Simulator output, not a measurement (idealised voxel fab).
Proc. module: voxel self aligned vias
For reference, the cross-section in this document is cut, with width 175 nm and square cells of 5 nm.
Format of a cross-section: grid, square cells. Given as bands. Order: top down. Band: one or more rows of cells. The band entry comprises the height of the band's top followed by the height of its bottom, expressed in nm, and subsequently the band's materials from left to right, each stated together with its width in nm. Where a single material is marked with the word "everywhere", that material fills the band from edge to edge. The word "empty" represents empty space. Basically, 0 is our baseline, since under it the wafer straight out of the box is all one material. The bottom band has no lower end and keeps on going down, so it looks like "0 down". Per-row width for "30->40": begins at first number (top row of band), ends at second number (bottom row), increment between rows held constant. "no change occurred" -> step changed no cross-section cell. Listed in "Enclosed internal voids": every empty space of 8 or more cells without an open way to the top. Form: width x height at distance, the distance being from the left edge, all in nm. Whatever follows a step's settings on its line is a remark the simulator itself makes about that step. overlay nm: right-of-plan distance of the mask on a masked step; negative values mean left-of-plan.

Set out below are the planned steps of the process:
step 1: RECEIVE | material Si
step 2: CONFORMAL_DEP | material SiO2 | thk nm 10
step 3: CONFORMAL_DEP | material SiCN | thk nm 5
step 4: DIRECTIONAL_DEP | material SiO2 | thk nm 25
step 5: MASKED_ETCH | tone open | mask id LINES | width nm 25 | pitch nm 55 | etch materials SiO2 | depth nm 25 | overlay nm -15
step 6: CONFORMAL_DEP | material TiN | thk nm 5
step 7: FILL_DEP | material W | thk nm 5
step 8: CMP | height nm 40
step 9: SELECTIVE_ETCH | etch materials W Ru TiN | depth nm 5
step 10: FILL_DEP | material SiN | thk nm 5
step 11: CMP | height nm 40
step 12: DIRECTIONAL_DEP | material SiO2 | thk nm 15
step 13: DIRECTIONAL_DEP | material aC | thk nm 10
step 14: PATTERN | tone open | mask id VIAS | material resist | width nm 35 | pitch nm 55 | thk nm 25 | overlay nm 0
step 15: DIRECTIONAL_ETCH | etch materials aC | depth nm 10
step 16: STRIP | etch materials resist
step 17: DIRECTIONAL_ETCH | etch materials SiO2 | depth nm 15
step 18: DIRECTIONAL_ETCH | etch materials SiN | depth nm 5
step 19: STRIP | etch materials aC
step 20: CONFORMAL_DEP | material TiN | thk nm 5
step 21: FILL_DEP | material Ru | thk nm 5
step 22: CMP | height nm 55
step 23: CONFORMAL_DEP | material SiN | thk nm 5
Variable across wafers: step 5 overlay nm (plan value is that of the first wafer; starting state common to all).

Incoming state of the first of several wafers in cross-section: after step 1:
  0 down: Si everywhere
  Enclosed internal voids: none

After the module's final step, step 23: the first of several wafers in cross-section:
  60 to 55: SiN everywhere
  55 to 45: SiO2=40; TiN=5; Ru=25; TiN=5; SiO2=20; TiN=5; Ru=25; TiN=5; SiO2=45
  45 to 40: SiO2=40; TiN=5; Ru=5; TiN=25; SiO2=20; TiN=5; Ru=5; TiN=25; SiO2=45
  40 to 35: SiO2=30; SiN=10; TiN=15; SiO2=30; SiN=10; TiN=15; SiO2=65
  35 to 20: SiO2=30; TiN=5; W=15; TiN=5; SiO2=30; TiN=5; W=15; TiN=5; SiO2=65
  20 to 15: SiO2=30; TiN=25; SiO2=30; TiN=25; SiO2=65
  15 to 10: SiCN everywhere
  10 to 0: SiO2 everywhere
  0 down: Si everywhere
  Enclosed internal voids: none

X-section, last wafer, module end:
  60 to 55: SiN everywhere
  55 to 45: SiO2=40; TiN=5; Ru=25; TiN=5; SiO2=20; TiN=5; Ru=25; TiN=5; SiO2=45
  45 to 40: SiO2=40; TiN=25; Ru=5; TiN=5; SiO2=20; TiN=25; Ru=5; TiN=5; SiO2=45
  40 to 35: SiO2=60; TiN=15; SiN=10; SiO2=30; TiN=15; SiN=10; SiO2=35
  35 to 20: SiO2=60; TiN=5; W=15; TiN=5; SiO2=30; TiN=5; W=15; TiN=5; SiO2=35
  20 to 15: SiO2=60; TiN=25; SiO2=30; TiN=25; SiO2=35
  15 to 10: SiCN everywhere
  10 to 0: SiO2 everywhere
  0 down: Si everywhere
  Enclosed internal voids: none

Note: the following table is arranged by wafer, a row apiece. Each row reports the end-of-module state: per material, cells gained (+) or cells lost (-) compared with the wafer as received; closed voids follow:
overlay nm -15; +22 Ru; +35 SiCN; +39 SiN; +258 SiO2; +48 TiN; +18 W; Enclosed internal voids: none
overlay nm -10; +24 Ru; +35 SiCN; +37 SiN; +258 SiO2; +48 TiN; +18 W; Enclosed internal voids: none
overlay nm -5; +26 Ru; +35 SiCN; +35 SiN; +258 SiO2; +48 TiN; +18 W; Enclosed internal voids: none
overlay nm 0; +26 Ru; +35 SiCN; +35 SiN; +258 SiO2; +48 TiN; +18 W; Enclosed internal voids: none
overlay nm 5; +26 Ru; +35 SiCN; +35 SiN; +258 SiO2; +48 TiN; +18 W; Enclosed internal voids: none
overlay nm 10; +24 Ru; +35 SiCN; +37 SiN; +258 SiO2; +48 TiN; +18 W; Enclosed internal voids: none
overlay nm 15; +22 Ru; +35 SiCN; +39 SiN; +258 SiO2; +48 TiN; +18 W; Enclosed internal voids: none
